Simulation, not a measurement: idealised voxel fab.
process module | voxel gate over fins
cross-section cut | 200 nm wide | cells 5 nm
A cross-section is a grid of square cells, given in bands from the top down. A band is one or more rows of cells.
Each band's line starts with the height of the band's top and of its bottom, in nm. Then come its materials from left to right, each with its width in nm. One material with "throughout" fills the band from edge to edge. "air" is empty space.
Height 0 is the level under which the wafer as received is all one material. The lowest band goes on downwards, as in "0 down".
A width such as "30 to 40" changes by the same amount from each row of cells to the next, from the band's top row to its bottom row.
"no change" after a step means that no cell of the cross-section changed.
closed voids: empty space of 8 cells or more with no open way to the top, each as width x height at its distance from the left edge, in nm
after a step's settings: what the simulator itself notes on the step
overlay nm, on a step with a mask: how far to the right of its planned place the mask lay; to the left if negative
Each pair below shows a cross-section before one step and the cross-section after it, down to the lowest band that changed. The line under each pair gives the step between them, with its settings. The pairs can come from different runs of this module on the same starting wafer, so a pair continues from the pair above only where its "before" says so.
before
  10 to 5: air 5 | TiN 35 | air 15 | TiN 35 | air 15 | TiN 35 | air 15 | TiN 35 | air 10
  5 to 0: air 5 | TiN 5 | HfO2 25 | TiN 5 | air 15 | TiN 5 | HfO2 25 | TiN 5 | air 15 | TiN 5 | HfO2 25 | TiN 5 | air 15 | TiN 5 | HfO2 25 | TiN 5 | air 10
  0 to -5: TiN 10 | HfO2 5 | Si 15 | HfO2 5 | TiN 25 | HfO2 5 | Si 15 | HfO2 5 | TiN 25 | HfO2 5 | Si 15 | HfO2 5 | TiN 25 | HfO2 5 | Si 15 | HfO2 5 | TiN 15
  -5 to -10: HfO2 15 | Si 15 | HfO2 35 | Si 15 | HfO2 35 | Si 15 | HfO2 35 | Si 15 | HfO2 20
  -10 to -20: SiO2 15 | Si 15 | SiO2 35 | Si 15 | SiO2 35 | Si 15 | SiO2 35 | Si 15 | SiO2 20
  -20 to -25: SiO2 15 | Si 15 | SiO2 10 | TiN 20 | SiO2 5 | Si 15 | SiO2 35 | Si 15 | SiO2 35 | Si 15 | SiO2 20
  -25 to -30: SiO2 15 | Si 15 | SiO2 35 | Si 15 | SiO2 35 | Si 15 | SiO2 35 | Si 15 | SiO2 20
  -30 down: Si throughout
  closed voids: none
after
  25 to 10: W throughout
  10 to 5: W 5 | TiN 35 | W 15 | TiN 35 | W 15 | TiN 35 | W 15 | TiN 35 | W 10
  5 to 0: W 5 | TiN 5 | HfO2 25 | TiN 5 | W 15 | TiN 5 | HfO2 25 | TiN 5 | W 15 | TiN 5 | HfO2 25 | TiN 5 | W 15 | TiN 5 | HfO2 25 | TiN 5 | W 10
  below 0: unchanged
  closed voids: none
the step between: op FILL_DEP | material W | thk nm 15
before: the cross-section after the pair above
after
  20 to 10: W throughout
  below 10: unchanged
  closed voids: none
the step between: op CMP | height nm 20
before: the cross-section after the pair above
after
  25 to 20: SiN throughout
  below 20: unchanged
  closed voids: none
the step between: op CONFORMAL_DEP | material SiN | thk nm 5
before
  5 to 0: SiO2 15 | SiN 15 | SiO2 35 | SiN 15 | SiO2 35 | SiN 15 | SiO2 35 | SiN 15 | SiO2 20
  0 to -30: SiO2 15 | Si 15 | SiO2 35 | Si 15 | SiO2 35 | Si 15 | SiO2 35 | Si 15 | SiO2 20
  -30 down: Si throughout
  closed voids: none
after
  5 to 0: SiO2 15 | SiN 15 | SiO2 15 | air 15 | SiO2 5 | SiN 15 | SiO2 35 | SiN 15 | SiO2 35 | SiN 15 | SiO2 20
  0 to -25: SiO2 15 | Si 15 | SiO2 15 | air 15 | SiO2 5 | Si 15 | SiO2 35 | Si 15 | SiO2 35 | Si 15 | SiO2 20
  below -25: unchanged
  closed voids: none
the step between: op MASKED_ETCH | tone open | mask id RAIL | width nm 15 | etch materials SiO2 | depth nm 30 | overlay nm 5
before: the cross-section after the pair above
after
  10 to 5: TiN 50 | air 5 | TiN 145
  5 to 0: SiO2 15 | SiN 15 | SiO2 15 | TiN 5 | air 5 | TiN 5 | SiO2 5 | SiN 15 | SiO2 35 | SiN 15 | SiO2 35 | SiN 15 | SiO2 20
  0 to -20: SiO2 15 | Si 15 | SiO2 15 | TiN 5 | air 5 | TiN 5 | SiO2 5 | Si 15 | SiO2 35 | Si 15 | SiO2 35 | Si 15 | SiO2 20
  -20 to -25: SiO2 15 | Si 15 | SiO2 15 | TiN 15 | SiO2 5 | Si 15 | SiO2 35 | Si 15 | SiO2 35 | Si 15 | SiO2 20
  below -25: unchanged
  closed voids: none
the step between: op CONFORMAL_DEP | material TiN | thk nm 5
before: the cross-section after the pair above
after
  15 to 10: W throughout
  10 to 5: TiN 50 | W 5 | TiN 145
  5 to 0: SiO2 15 | SiN 15 | SiO2 15 | TiN 5 | W 5 | TiN 5 | SiO2 5 | SiN 15 | SiO2 35 | SiN 15 | SiO2 35 | SiN 15 | SiO2 20
  0 to -20: SiO2 15 | Si 15 | SiO2 15 | TiN 5 | W 5 | TiN 5 | SiO2 5 | Si 15 | SiO2 35 | Si 15 | SiO2 35 | Si 15 | SiO2 20
  below -20: unchanged
  closed voids: none
the step between: op FILL_DEP | material W | thk nm 5
before: the cross-section after the pair above
after
  5 to 0: SiO2 15 | SiN 15 | SiO2 15 | TiN 5 | W 5 | TiN 5 | SiO2 5 | SiN 15 | SiO2 35 | SiN 15 | SiO2 35 | SiN 15 | SiO2 20
  below 0: unchanged
  closed voids: none
the step between: op CMP | height nm 5
before: the cross-section after the pair above
after
  5 to 0: SiO2 15 | SiN 15 | SiO2 15 | air 15 | SiO2 5 | SiN 15 | SiO2 35 | SiN 15 | SiO2 35 | SiN 15 | SiO2 20
  0 to -20: SiO2 15 | Si 15 | SiO2 15 | air 15 | SiO2 5 | Si 15 | SiO2 35 | Si 15 | SiO2 35 | Si 15 | SiO2 20
  below -20: unchanged
  closed voids: none
the step between: op SELECTIVE_ETCH | etch materials W Ru TiN | depth nm 25
before: the cross-section after the pair above
after
  10 to 5: SiO2 throughout
  5 to 0: SiO2 15 | SiN 15 | SiO2 35 | SiN 15 | SiO2 35 | SiN 15 | SiO2 35 | SiN 15 | SiO2 20
  0 to -20: SiO2 15 | Si 15 | SiO2 35 | Si 15 | SiO2 35 | Si 15 | SiO2 35 | Si 15 | SiO2 20
  below -20: unchanged
  closed voids: none
the step between: op FILL_DEP | material SiO2 | thk nm 5
before: the cross-section after the pair above
after
  5 to 0: SiO2 15 | SiN 15 | SiO2 35 | SiN 15 | SiO2 35 | SiN 15 | SiO2 35 | SiN 15 | SiO2 20
  below 0: unchanged
  closed voids: none
the step between: op CMP | height nm 5
before: the cross-section after the pair above
after
  5 to 0: air 15 | SiN 15 | air 35 | SiN 15 | air 35 | SiN 15 | air 35 | SiN 15 | air 20
  0 to -10: air 15 | Si 15 | air 35 | Si 15 | air 35 | Si 15 | air 35 | Si 15 | air 20
  below -10: unchanged
  closed voids: none
the step between: op SELECTIVE_ETCH | etch materials SiO2 | depth nm 15
before: the cross-section after the pair above
after
  0 to -10: air 15 | Si 15 | air 35 | Si 15 | air 35 | Si 15 | air 35 | Si 15 | air 20
  below -10: unchanged
  closed voids: none
the step between: op STRIP | etch materials SiN
before: the cross-section after the pair above
after
  5 to 0: air 10 | HfO2 25 | air 25 | HfO2 25 | air 25 | HfO2 25 | air 25 | HfO2 25 | air 15
  0 to -5: air 10 | HfO2 5 | Si 15 | HfO2 5 | air 25 | HfO2 5 | Si 15 | HfO2 5 | air 25 | HfO2 5 | Si 15 | HfO2 5 | air 25 | HfO2 5 | Si 15 | HfO2 5 | air 15
  -5 to -10: HfO2 15 | Si 15 | HfO2 35 | Si 15 | HfO2 35 | Si 15 | HfO2 35 | Si 15 | HfO2 20
  below -10: unchanged
  closed voids: none
the step between: op CONFORMAL_DEP | material HfO2 | thk nm 5
before: the cross-section after the pair above
after
  10 to 5: air 5 | TiN 35 | air 15 | TiN 35 | air 15 | TiN 35 | air 15 | TiN 35 | air 10
  5 to 0: air 5 | TiN 5 | HfO2 25 | TiN 5 | air 15 | TiN 5 | HfO2 25 | TiN 5 | air 15 | TiN 5 | HfO2 25 | TiN 5 | air 15 | TiN 5 | HfO2 25 | TiN 5 | air 10
  0 to -5: TiN 10 | HfO2 5 | Si 15 | HfO2 5 | TiN 25 | HfO2 5 | Si 15 | HfO2 5 | TiN 25 | HfO2 5 | Si 15 | HfO2 5 | TiN 25 | HfO2 5 | Si 15 | HfO2 5 | TiN 15
  below -5: unchanged
  closed voids: none
the step between: op CONFORMAL_DEP | material TiN | thk nm 5
before: the cross-section after the pair above
after
  25 to 10: W throughout
  10 to 5: W 5 | TiN 35 | W 15 | TiN 35 | W 15 | TiN 35 | W 15 | TiN 35 | W 10
  5 to 0: W 5 | TiN 5 | HfO2 25 | TiN 5 | W 15 | TiN 5 | HfO2 25 | TiN 5 | W 15 | TiN 5 | HfO2 25 | TiN 5 | W 15 | TiN 5 | HfO2 25 | TiN 5 | W 10
  below 0: unchanged
  closed voids: none
the step between: op FILL_DEP | material W | thk nm 15
before: the cross-section after the pair above
after
  20 to 10: W throughout
  below 10: unchanged
  closed voids: none
the step between: op CMP | height nm 20
before: the cross-section after the pair above
after
  25 to 20: SiN throughout
  below 20: unchanged
  closed voids: none
the step between: op CONFORMAL_DEP | material SiN | thk nm 5
before
  0 to -10: air 15 | Si 15 | air 35 | Si 15 | air 35 | Si 15 | air 35 | Si 15 | air 20
  -10 to -20: SiO2 15 | Si 15 | SiO2 35 | Si 15 | SiO2 35 | Si 15 | SiO2 35 | Si 15 | SiO2 20
  -20 to -25: SiO2 15 | Si 15 | SiO2 10 | TiN 15 | SiO2 10 | Si 15 | SiO2 35 | Si 15 | SiO2 35 | Si 15 | SiO2 20
  -25 to -30: SiO2 15 | Si 15 | SiO2 35 | Si 15 | SiO2 35 | Si 15 | SiO2 35 | Si 15 | SiO2 20
  -30 down: Si throughout
  closed voids: none
after
  5 to 0: air 10 | Ru 25 | air 25 | Ru 25 | air 25 | Ru 25 | air 25 | Ru 25 | air 15
  0 to -5: air 10 | Ru 5 | Si 15 | Ru 5 | air 25 | Ru 5 | Si 15 | Ru 5 | air 25 | Ru 5 | Si 15 | Ru 5 | air 25 | Ru 5 | Si 15 | Ru 5 | air 15
  -5 to -10: Ru 15 | Si 15 | Ru 35 | Si 15 | Ru 35 | Si 15 | Ru 35 | Si 15 | Ru 20
  below -10: unchanged
  closed voids: none
the step between: op CONFORMAL_DEP | material Ru | thk nm 5
before: the cross-section after the pair above
after
  10 to 5: air 5 | TiN 35 | air 15 | TiN 35 | air 15 | TiN 35 | air 15 | TiN 35 | air 10
  5 to 0: air 5 | TiN 5 | Ru 25 | TiN 5 | air 15 | TiN 5 | Ru 25 | TiN 5 | air 15 | TiN 5 | Ru 25 | TiN 5 | air 15 | TiN 5 | Ru 25 | TiN 5 | air 10
  0 to -5: TiN 10 | Ru 5 | Si 15 | Ru 5 | TiN 25 | Ru 5 | Si 15 | Ru 5 | TiN 25 | Ru 5 | Si 15 | Ru 5 | TiN 25 | Ru 5 | Si 15 | Ru 5 | TiN 15
  below -5: unchanged
  closed voids: none
the step between: op CONFORMAL_DEP | material TiN | thk nm 5
before: the cross-section after the pair above
after
  25 to 10: W throughout
  10 to 5: W 5 | TiN 35 | W 15 | TiN 35 | W 15 | TiN 35 | W 15 | TiN 35 | W 10
  5 to 0: W 5 | TiN 5 | Ru 25 | TiN 5 | W 15 | TiN 5 | Ru 25 | TiN 5 | W 15 | TiN 5 | Ru 25 | TiN 5 | W 15 | TiN 5 | Ru 25 | TiN 5 | W 10
  below 0: unchanged
  closed voids: none
the step between: op FILL_DEP | material W | thk nm 15
before: the cross-section after the pair above
after
  20 to 10: W throughout
  below 10: unchanged
  closed voids: none
the step between: op CMP | height nm 20
before: the cross-section after the pair above
after
  25 to 20: SiN throughout
  below 20: unchanged
  closed voids: none
the step between: op CONFORMAL_DEP | material SiN | thk nm 5
before
  5 to 0: SiO2 15 | SiN 15 | SiO2 35 | SiN 15 | SiO2 35 | SiN 15 | SiO2 35 | SiN 15 | SiO2 20
  0 to -30: SiO2 15 | Si 15 | SiO2 35 | Si 15 | SiO2 35 | Si 15 | SiO2 35 | Si 15 | SiO2 20
  -30 down: Si throughout
  closed voids: none
after
  5 to 0: air 15 | SiN 15 | air 10 | SiO2 15 | air 10 | SiN 15 | air 35 | SiN 15 | air 35 | SiN 15 | air 20
  0 to -25: air 15 | Si 15 | air 10 | SiO2 15 | air 10 | Si 15 | air 35 | Si 15 | air 35 | Si 15 | air 20
  below -25: unchanged
  closed voids: none
the step between: op MASKED_ETCH | tone cover | mask id RAIL | width nm 15 | etch materials SiO2 | depth nm 30 | overlay nm 0
before: the cross-section after the pair above
after
  10 to 5: air 10 | TiN 75 | air 25 | TiN 25 | air 25 | TiN 25 | air 15
  5 to 0: air 10 | TiN 5 | SiN 15 | TiN 10 | SiO2 15 | TiN 10 | SiN 15 | TiN 5 | air 25 | TiN 5 | SiN 15 | TiN 5 | air 25 | TiN 5 | SiN 15 | TiN 5 | air 15
  0 to -20: air 10 | TiN 5 | Si 15 | TiN 10 | SiO2 15 | TiN 10 | Si 15 | TiN 5 | air 25 | TiN 5 | Si 15 | TiN 5 | air 25 | TiN 5 | Si 15 | TiN 5 | air 15
  -20 to -25: TiN 15 | Si 15 | TiN 10 | SiO2 15 | TiN 10 | Si 15 | TiN 35 | Si 15 | TiN 35 | Si 15 | TiN 20
  below -25: unchanged
  closed voids: none
the step between: op CONFORMAL_DEP | material TiN | thk nm 5
before: the cross-section after the pair above
after
  15 to 10: W throughout
  10 to 5: W 10 | TiN 75 | W 25 | TiN 25 | W 25 | TiN 25 | W 15
  5 to 0: W 10 | TiN 5 | SiN 15 | TiN 10 | SiO2 15 | TiN 10 | SiN 15 | TiN 5 | W 25 | TiN 5 | SiN 15 | TiN 5 | W 25 | TiN 5 | SiN 15 | TiN 5 | W 15
  0 to -20: W 10 | TiN 5 | Si 15 | TiN 10 | SiO2 15 | TiN 10 | Si 15 | TiN 5 | W 25 | TiN 5 | Si 15 | TiN 5 | W 25 | TiN 5 | Si 15 | TiN 5 | W 15
  below -20: unchanged
  closed voids: none
the step between: op FILL_DEP | material W | thk nm 5
before: the cross-section after the pair above
after
  5 to 0: W 10 | TiN 5 | SiN 15 | TiN 10 | SiO2 15 | TiN 10 | SiN 15 | TiN 5 | W 25 | TiN 5 | SiN 15 | TiN 5 | W 25 | TiN 5 | SiN 15 | TiN 5 | W 15
  below 0: unchanged
  closed voids: none
the step between: op CMP | height nm 5
before: the cross-section after the pair above
after
  5 to 0: air 15 | SiN 15 | air 10 | SiO2 15 | air 10 | SiN 15 | air 35 | SiN 15 | air 35 | SiN 15 | air 20
  0 to -20: air 15 | Si 15 | air 10 | SiO2 15 | air 10 | Si 15 | air 35 | Si 15 | air 35 | Si 15 | air 20
  below -20: unchanged
  closed voids: none
the step between: op SELECTIVE_ETCH | etch materials W Ru TiN | depth nm 25
before: the cross-section after the pair above
after
  10 to 5: SiO2 throughout
  5 to 0: SiO2 15 | SiN 15 | SiO2 35 | SiN 15 | SiO2 35 | SiN 15 | SiO2 35 | SiN 15 | SiO2 20
  0 to -20: SiO2 15 | Si 15 | SiO2 35 | Si 15 | SiO2 35 | Si 15 | SiO2 35 | Si 15 | SiO2 20
  below -20: unchanged
  closed voids: none
the step between: op FILL_DEP | material SiO2 | thk nm 5
before: the cross-section after the pair above
after
  5 to 0: SiO2 15 | SiN 15 | SiO2 35 | SiN 15 | SiO2 35 | SiN 15 | SiO2 35 | SiN 15 | SiO2 20
  below 0: unchanged
  closed voids: none
the step between: op CMP | height nm 5
before: the cross-section after the pair above
after
  5 to 0: air 15 | SiN 15 | air 35 | SiN 15 | air 35 | SiN 15 | air 35 | SiN 15 | air 20
  0 to -10: air 15 | Si 15 | air 35 | Si 15 | air 35 | Si 15 | air 35 | Si 15 | air 20
  below -10: unchanged
  closed voids: none
the step between: op SELECTIVE_ETCH | etch materials SiO2 | depth nm 15
before: the cross-section after the pair above
after
  0 to -10: air 15 | Si 15 | air 35 | Si 15 | air 35 | Si 15 | air 35 | Si 15 | air 20
  below -10: unchanged
  closed voids: none
the step between: op STRIP | etch materials SiN
before: the cross-section after the pair above
after
  5 to 0: air 10 | HfO2 25 | air 25 | HfO2 25 | air 25 | HfO2 25 | air 25 | HfO2 25 | air 15
  0 to -5: air 10 | HfO2 5 | Si 15 | HfO2 5 | air 25 | HfO2 5 | Si 15 | HfO2 5 | air 25 | HfO2 5 | Si 15 | HfO2 5 | air 25 | HfO2 5 | Si 15 | HfO2 5 | air 15
  -5 to -10: HfO2 15 | Si 15 | HfO2 35 | Si 15 | HfO2 35 | Si 15 | HfO2 35 | Si 15 | HfO2 20
  below -10: unchanged
  closed voids: none
the step between: op CONFORMAL_DEP | material HfO2 | thk nm 5
before: the cross-section after the pair above
after
  10 to 5: air 5 | TiN 35 | air 15 | TiN 35 | air 15 | TiN 35 | air 15 | TiN 35 | air 10
  5 to 0: air 5 | TiN 5 | HfO2 25 | TiN 5 | air 15 | TiN 5 | HfO2 25 | TiN 5 | air 15 | TiN 5 | HfO2 25 | TiN 5 | air 15 | TiN 5 | HfO2 25 | TiN 5 | air 10
  0 to -5: TiN 10 | HfO2 5 | Si 15 | HfO2 5 | TiN 25 | HfO2 5 | Si 15 | HfO2 5 | TiN 25 | HfO2 5 | Si 15 | HfO2 5 | TiN 25 | HfO2 5 | Si 15 | HfO2 5 | TiN 15
  below -5: unchanged
  closed voids: none
the step between: op CONFORMAL_DEP | material TiN | thk nm 5
before: the cross-section after the pair above
after
  25 to 10: W throughout
  10 to 5: W 5 | TiN 35 | W 15 | TiN 35 | W 15 | TiN 35 | W 15 | TiN 35 | W 10
  5 to 0: W 5 | TiN 5 | HfO2 25 | TiN 5 | W 15 | TiN 5 | HfO2 25 | TiN 5 | W 15 | TiN 5 | HfO2 25 | TiN 5 | W 15 | TiN 5 | HfO2 25 | TiN 5 | W 10
  below 0: unchanged
  closed voids: none
the step between: op FILL_DEP | material W | thk nm 15
before: the cross-section after the pair above
after
  20 to 10: W throughout
  below 10: unchanged
  closed voids: none
the step between: op CMP | height nm 20
before: the cross-section after the pair above
after
  25 to 20: SiN throughout
  below 20: unchanged
  closed voids: none
the step between: op CONFORMAL_DEP | material SiN | thk nm 5
